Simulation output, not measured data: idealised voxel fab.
Herein follows the process module entitled voxel released beams.
Cross-sectional view cut (width: 240 nm; square cell size: 5 nm).
We lay out every cross-section as a grid of square cells and spell it out in bands from the top down, where one band means one or more rows of cells.
First you get the band's top height and its bottom height, in nm, and then the materials it's made of, left to right, with each width in nm. If you see a single material with "all across", that one covers the band edge to edge. "blank" is empty space.
Beneath 0, the wafer as received is one material, and that level is where height counting begins. The lowest band goes on downward without a bottom; it is written like "0 down".
Width: "30->40" (first number = top row, second number = bottom row, same change from row to row of cells).
A step reported as "identical to before" is a step in which no cell of the cross-section changed.
Reported under the label "Enclosed internal cavities" are the empty spaces having no open way to the top and comprising 8 cells or more; the notation for each is width x height at distance, in which the distance is measured from the left edge and all three values are in nm.
On a step's line, text after the settings is the simulator commenting on that step.
overlay nm: right-of-plan distance of the mask on a masked step; negative values mean left-of-plan.

LIST OF PLANNED PROCESS STEPS
| 1 | RECEIVE: material Si |
| 2 | CONFORMAL_DEP: material SiN, thk nm 5 |
| 3 | DIRECTIONAL_DEP: material SiO2, thk nm 15 |
| 4 | PATTERN: tone open, mask id ANCHOR, material resist, width nm 40, thk nm 15, overlay nm 0 |
| 5 | DIRECTIONAL_ETCH: etch materials SiO2, depth nm 15 |
| 6 | STRIP: etch materials resist |
| 7 | CONFORMAL_DEP: material TiN, thk nm 15 |
| 8 | MASKED_ETCH: tone cover, mask id BEAM, width nm 85, etch materials TiN, depth nm 15, overlay nm 0 |
| 9 | STRIP: etch materials SiO2 |

WHAT FOLLOWS COVERS THE FIRST OF TWO WAFERS; IT RAN AS PLANNED

CROSS-SECTION: WAFER ON ARRIVAL = AFTER STEP 1
	0 down = Si all across
	Enclosed internal cavities: none

YOU'RE LOOKING AT A CROSS-SECTION OF THE WAFER AFTER STEP 2
	5 to 0 = SiN all across
	Beneath the level 0, the cross-section is identical to its previous state.

YOU'RE LOOKING AT A CROSS-SECTION OF THE WAFER AFTER STEP 3
	20 to 5 = SiO2 all across
	Beneath the level 5, the cross-section is identical to its previous state.

YOU'RE LOOKING AT A CROSS-SECTION OF THE WAFER AFTER STEP 4
	35 to 20 = resist: 80  blank: 40  resist: 120
	Beneath the level 20, the cross-section is identical to its previous state.

YOU'RE LOOKING AT A CROSS-SECTION OF THE WAFER AFTER STEP 5
	35 to 20 = resist: 80  blank: 40  resist: 120
	20 to 5 = SiO2: 80  blank: 40  SiO2: 120
	Beneath the level 5, the cross-section is identical to its previous state.

YOU'RE LOOKING AT A CROSS-SECTION OF THE WAFER AFTER STEP 6
	20 to 5 = SiO2: 80  blank: 40  SiO2: 120
	Beneath the level 5, the cross-section is identical to its previous state.

YOU'RE LOOKING AT A CROSS-SECTION OF THE WAFER AFTER STEP 7
	35 to 20 = TiN: 95  blank: 10  TiN: 135
	20 to 5 = SiO2: 80  TiN: 40  SiO2: 120
	Beneath the level 5, the cross-section is identical to its previous state.

YOU'RE LOOKING AT A CROSS-SECTION OF THE WAFER AFTER STEP 8
	35 to 20 = blank: 75  TiN: 20  blank: 10  TiN: 55  blank: 80
	Beneath the level 20, the cross-section is identical to its previous state.

YOU'RE LOOKING AT A CROSS-SECTION OF THE WAFER AFTER STEP 9
	35 to 20 = blank: 75  TiN: 20  blank: 10  TiN: 55  blank: 80
	20 to 5 = blank: 80  TiN: 40  blank: 120
	Beneath the level 5, the cross-section is identical to its previous state.

SECOND WAFER (IDENTICAL START AND PLAN, ONE PROCESSING ERROR; MATCHES FIRST WAFER THROUGH STEP 7)

X-SECTION, SECOND WAFER, WHEN STEP 8 WAS DUE TO FINISH
	35 to 20 = blank: 85  TiN: 10  blank: 10  TiN: 65  blank: 70
	Beneath the level 20, the cross-section is identical to its previous state.

X-SECTION, SECOND WAFER, WHEN STEP 9 WAS DUE TO FINISH
	35 to 20 = blank: 85  TiN: 10  blank: 10  TiN: 65  blank: 70
	20 to 5 = blank: 80  TiN: 40  blank: 120
	Beneath the level 5, the cross-section is identical to its previous state.
Error vs. plan: in deviation from the planned setting, step 8 was conducted as MASKED_ETCH: tone cover, mask id BEAM, width nm 85, etch materials TiN, depth nm 15, overlay nm 10
Cell counts per material: same on both final wafers. Positions: different.
